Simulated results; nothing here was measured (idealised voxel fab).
Herein follows the process module entitled voxel gate over fins.
Xsec cut, 280 nm wide, square cell size 5 nm.
Notation: cross-section as square-cell grid; stated in bands, top first, going down; one or more cell rows per band.
Read a band's entry like this: the first values are the height of its top and the height of its bottom in nm, and what follows is the sequence of materials from left to right, each with its width in nm. Note that "air" is empty space, and that a single material marked "full width" reaches across the band from edge to edge.
Heads up on the height convention: 0 is the point under which the incoming wafer is all one material, and the lowest band has no bottom, it just keeps going down, like "0 down".
Think of "30 to 40" as a width that walks from the first number to the second as you go down the band, top row to bottom row, taking equal-sized steps from row to row.
"nothing was modified" for a step: no cell of the cross-section changed in that step.
So "Sealed void inventory" is basically the list of trapped voids: any empty space of 8 cells or more that can't reach the top through an opening. They're written width x height at distance, the distance being from the left edge, and it's all nm.
after a step's settings: what the simulator itself notes on the step
A step's line can hold "overlay nm"; with a mask on that step, the setting says how far right of the planned place the mask lay, while a negative setting says it lay to the left.

So here's the lineup of process steps we planned:
1. op RECEIVE | material Si
2. op CONFORMAL_DEP | material SiN | thk nm 10
3. op PATTERN | tone cover | mask id FINS | material resist | width nm 15 | pitch nm 45 | thk nm 20 | overlay nm 0
4. op DIRECTIONAL_ETCH | etch materials SiN | depth nm 10
5. op DIRECTIONAL_ETCH | etch materials Si | depth nm 25
6. op STRIP | etch materials resist
7. op OXIDIZE | depth nm 5
8. op FILL_DEP | material SiO2 | thk nm 10
9. op CMP | height nm 10
10. op SELECTIVE_ETCH | etch materials SiO2 | depth nm 20
11. op STRIP | etch materials SiN
12. op CONFORMAL_DEP | material HfO2 | thk nm 5
13. op CONFORMAL_DEP | material TiN | thk nm 5
14. op CONFORMAL_DEP | material TiAl | thk nm 5
15. op CONFORMAL_DEP | material TiN | thk nm 5
16. op FILL_DEP | material W | thk nm 10
17. op CMP | height nm 25
18. op CONFORMAL_DEP | material SiN | thk nm 10
Across this set of wafers, the varied parameter is the depth nm of step 5. Starting conditions are identical for every wafer, and the plan reports the value assigned to the first wafer.

So this is the first of several wafers, cross-sectioned as it came to us, meaning it's at the end of step 1:
	0 down = Si full width
	Sealed void inventory: none

Per-wafer rows below. For each material: cells gained (+) or lost (-) since the wafer was received, as of end of module. Then: closed voids:
depth nm 25, +64 HfO2, -324 Si, +112 SiN, +216 SiO2, +64 TiAl, +128 TiN, +132 W, Sealed void inventory: none
depth nm 30, +64 HfO2, -378 Si, +112 SiN, +270 SiO2, +64 TiAl, +128 TiN, +132 W, Sealed void inventory: none
depth nm 35, +64 HfO2, -432 Si, +112 SiN, +324 SiO2, +64 TiAl, +128 TiN, +132 W, Sealed void inventory: none
depth nm 40, +64 HfO2, -486 Si, +112 SiN, +378 SiO2, +64 TiAl, +128 TiN, +132 W, Sealed void inventory: none
depth nm 45, +64 HfO2, -540 Si, +112 SiN, +432 SiO2, +64 TiAl, +128 TiN, +132 W, Sealed void inventory: none
depth nm 50, +64 HfO2, -594 Si, +112 SiN, +486 SiO2, +64 TiAl, +128 TiN, +132 W, Sealed void inventory: none
